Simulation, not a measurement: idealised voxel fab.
Process module, titled voxel air gaps
Cross-sectional view cut (width: 300 nm; square cell size: 5 nm).
A cross-section is written here as square cells arranged in a grid, and it is given in bands from the top down, each band taking up one or more rows of cells.
Each band's line starts with the height of the band's top and of its bottom, in nm. Then come its materials from left to right, each with its width in nm. One material with "all across" fills the band from edge to edge. "empty" is empty space.
Heights are measured from 0, the level below which the as-received wafer is all one material; the lowest band has no bottom and continues downward, written as in "0..down".
It should be noted that a width expressed as "30..40" varies in equal increments from row to row of cells within the band, taking the value of the first number at the top row and that of the second number at the bottom row.
"no alterations made" means the step left every cell of the cross-section as it was.
"Entrapped voids" means: voids of 8 cells or more that are shut off from the top with no open way through. Written width x height at distance, distance from the left edge, in nm.
Note: text after step settings on the step line = simulator remark on that step.
The setting "overlay nm" may be written on the line of a step. When the step uses a mask, the value reports how far to the right of the planned place the mask lay, and a negative value reports that it lay to the left.
Process steps foreseen in the plan
1) RECEIVE with material Si
2) CONFORMAL_DEP with material SiO2, thk nm 15
3) CONFORMAL_DEP with material SiN, thk nm 5
4) DIRECTIONAL_DEP with material lowk, thk nm 30
5) MASKED_ETCH with tone open, mask id LINES, width nm 25, pitch nm 55, etch materials lowk, depth nm 30, overlay nm 0
6) CONFORMAL_DEP with material TiN, thk nm 5
7) FILL_DEP with material Ru, thk nm 5
8) CMP with height nm 50
9) EPI with material Ru, thk nm 10
10) SELECTIVE_ETCH with etch materials lowk, depth nm 40
11) CONFORMAL_DEP with material SiN, thk nm 5
Cross-section of the incoming wafer, state after step 1
  0..down: Si all across
  Entrapped voids: none
Look at the cross-section after the module: the wafer started out the way shown above and the plan was the one shown above, yet one mistake was made along the way
  65..60: empty=65 | SiN=165 | empty=70
  60..50: empty=65 | SiN=5 | Ru=45 | SiN=10 | Ru=45 | SiN=10 | Ru=45 | SiN=5 | empty=70
  50..45: empty=65 | SiN=15 | TiN=5 | SiO2=15 | TiN=5 | SiN=30 | TiN=5 | SiO2=15 | TiN=5 | SiN=30 | TiN=5 | SiO2=15 | TiN=5 | SiN=15 | empty=70
  45..25: empty=75 | SiN=5 | TiN=5 | SiO2=15 | TiN=5 | SiN=5 | empty=20 | SiN=5 | TiN=5 | SiO2=15 | TiN=5 | SiN=5 | empty=20 | SiN=5 | TiN=5 | SiO2=15 | TiN=5 | SiN=5 | empty=80
  25..20: SiN=80 | TiN=25 | SiN=30 | TiN=25 | SiN=30 | TiN=25 | SiN=85
  20..15: SiN all across
  15..0: SiO2 all across
  0..down: Si all across
  Entrapped voids: 20 x 20 at 110; 20 x 20 at 165
Want to know what went wrong? step 7 was processed under conditions differing from the plan, specifically as FILL_DEP with material SiO2, thk nm 5
